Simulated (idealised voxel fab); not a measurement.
Process module in this document: voxel transistor to metal
Xsec cut, 215 nm wide, square cell size 5 nm.
How to read a cross-section here: the picture is a grid of square cells, written as bands going from the top down, and any band can span one or more rows of cells.
For a band, the entry starts with two heights in nm, that of the top and then that of the bottom, and carries on with the band's materials in order from left to right, each alongside its width in nm; the word "edge to edge" beside a single material means it fills the band edge to edge, and "empty" means empty space.
Height is counted from the level 0, under which the received wafer is composed throughout of one material. The lowest of the bands is not closed at the bottom but continues downward, in the notation "0 -> down".
Graded width ("30 to 40"): value in top row of band = first number; value in bottom row = second number; row-to-row change constant.
Step note "remained unchanged" = no cross-section cell changed.
In the "Enclosed void inventory" entry, you get each enclosed empty space of 8 cells or more, one with no open way to the top, written width x height at distance, distance from the left edge, in nm.
Where a step's line continues beyond its settings, the continuation is a remark by the simulator itself on that step.
You can add "overlay nm" to a step's line. For a step with a mask, it describes how far the mask lay to the right of its planned position, and a negative number describes a lay to the left.
Below is the list of planned process steps:
step 1: RECEIVE with material Si
step 2: CONFORMAL_DEP with material SiO2, thk nm 5
step 3: CONFORMAL_DEP with material SiN, thk nm 10
step 4: MASKED_ETCH with tone cover, mask id ACTIVE, width nm 105, etch materials SiN, depth nm 10, overlay nm 0
step 5: MASKED_ETCH with tone cover, mask id ACTIVE, width nm 105, etch materials SiO2, depth nm 5, overlay nm 0
step 6: MASKED_ETCH with tone cover, mask id ACTIVE, width nm 105, etch materials Si, depth nm 20, overlay nm 0
step 7: FILL_DEP with material SiO2, thk nm 10
step 8: CMP with height nm 15
step 9: SELECTIVE_ETCH with etch materials SiO2, depth nm 10
step 10: STRIP with etch materials SiN
step 11: SELECTIVE_ETCH with etch materials SiO2, depth nm 5
step 12: OXIDIZE with depth nm 5
step 13: DIRECTIONAL_DEP with material polySi, thk nm 30
step 14: DIRECTIONAL_DEP with material SiCN, thk nm 10
step 15: PATTERN with tone cover, mask id GATE, material resist, width nm 25, thk nm 20, overlay nm 0
step 16: DIRECTIONAL_ETCH with etch materials SiCN, depth nm 20
step 17: DIRECTIONAL_ETCH with etch materials polySi, depth nm 40
step 18: STRIP with etch materials resist
step 19: CONFORMAL_DEP with material SiN, thk nm 5
step 20: DIRECTIONAL_ETCH with etch materials SiN, depth nm 5
step 21: DIRECTIONAL_ETCH with etch materials SiO2, depth nm 5
step 22: EPI with material pSi, thk nm 5
step 23: FILL_DEP with material SiO2, thk nm 10
step 24: CMP with height nm 30
step 25: STRIP with etch materials polySi
step 26: SELECTIVE_ETCH with etch materials SiO2, depth nm 5
step 27: CONFORMAL_DEP with material HfO2, thk nm 5
step 28: CONFORMAL_DEP with material TiN, thk nm 5
step 29: FILL_DEP with material W, thk nm 5
step 30: CMP with height nm 25
step 31: DIRECTIONAL_DEP with material SiO2, thk nm 15
step 32: PATTERN with tone open, mask id CONTACT, material resist, width nm 15, pitch nm 70, thk nm 15, overlay nm 0
step 33: DIRECTIONAL_ETCH with etch materials SiO2, depth nm 40
step 34: STRIP with etch materials resist
step 35: CONFORMAL_DEP with material TiN, thk nm 5
step 36: FILL_DEP with material Ru, thk nm 5
step 37: CMP with height nm 40
step 38: DIRECTIONAL_DEP with material TiN, thk nm 5
step 39: DIRECTIONAL_DEP with material W, thk nm 15
step 40: DIRECTIONAL_DEP with material aC, thk nm 15
step 41: PATTERN with tone cover, mask id METAL_1, material resist, width nm 15, pitch nm 70, thk nm 35, overlay nm 0
step 42: DIRECTIONAL_ETCH with etch materials aC, depth nm 15
step 43: STRIP with etch materials resist
step 44: DIRECTIONAL_ETCH with etch materials W, depth nm 15
step 45: DIRECTIONAL_ETCH with etch materials TiN, depth nm 5
step 46: STRIP with etch materials aC
step 47: CONFORMAL_DEP with material SiCN, thk nm 5
step 48: FILL_DEP with material lowk, thk nm 5
step 49: CMP with height nm 60
step 50: CONFORMAL_DEP with material SiN, thk nm 5
As received (post step 1): cross-section:
	0 -> down  Si edge to edge
	Enclosed void inventory: none
This is how the wafer looks in cross-section once the module is done, given the starting state and plan above and one mistake in carrying the plan out:
	65 -> 60  SiN edge to edge
	60 -> 45  W (65), then SiCN (5), then lowk (5), then SiCN (5), then W (55), then SiCN (5), then lowk (5), then SiCN (5), then W (65)
	45 -> 40  TiN (65), then SiCN (15), then TiN (55), then SiCN (15), then TiN (65)
	40 -> 25  SiO2 (65), then TiN (5), then Ru (5), then TiN (5), then SiO2 (55), then TiN (5), then Ru (5), then TiN (5), then SiO2 (65)
	25 -> 5  SiO2 (65), then TiN (5), then Ru (5), then TiN (5), then SiO2 (10), then SiN (5), then HfO2 (5), then TiN (5), then W (5), then TiN (5), then HfO2 (5), then SiN (5), then SiO2 (10), then TiN (5), then Ru (5), then TiN (5), then SiO2 (65)
	5 -> 0  SiO2 (65), then TiN (15), then SiO2 (10), then SiN (5), then HfO2 (5), then TiN (15), then HfO2 (5), then SiN (5), then SiO2 (10), then TiN (15), then SiO2 (65)
	0 -> -5  SiO2 (50), then pSi (40), then HfO2 (35), then pSi (40), then SiO2 (50)
	-5 -> -20  SiO2 (55), then Si (105), then SiO2 (55)
	-20 -> down  Si edge to edge
	Enclosed void inventory: none
In executing the process, a mistake was made relative to the plan: step 41 ran with different settings than intended, the actual operation and settings being PATTERN with tone open, mask id METAL_1, material resist, width nm 15, pitch nm 70, thk nm 35, overlay nm 0
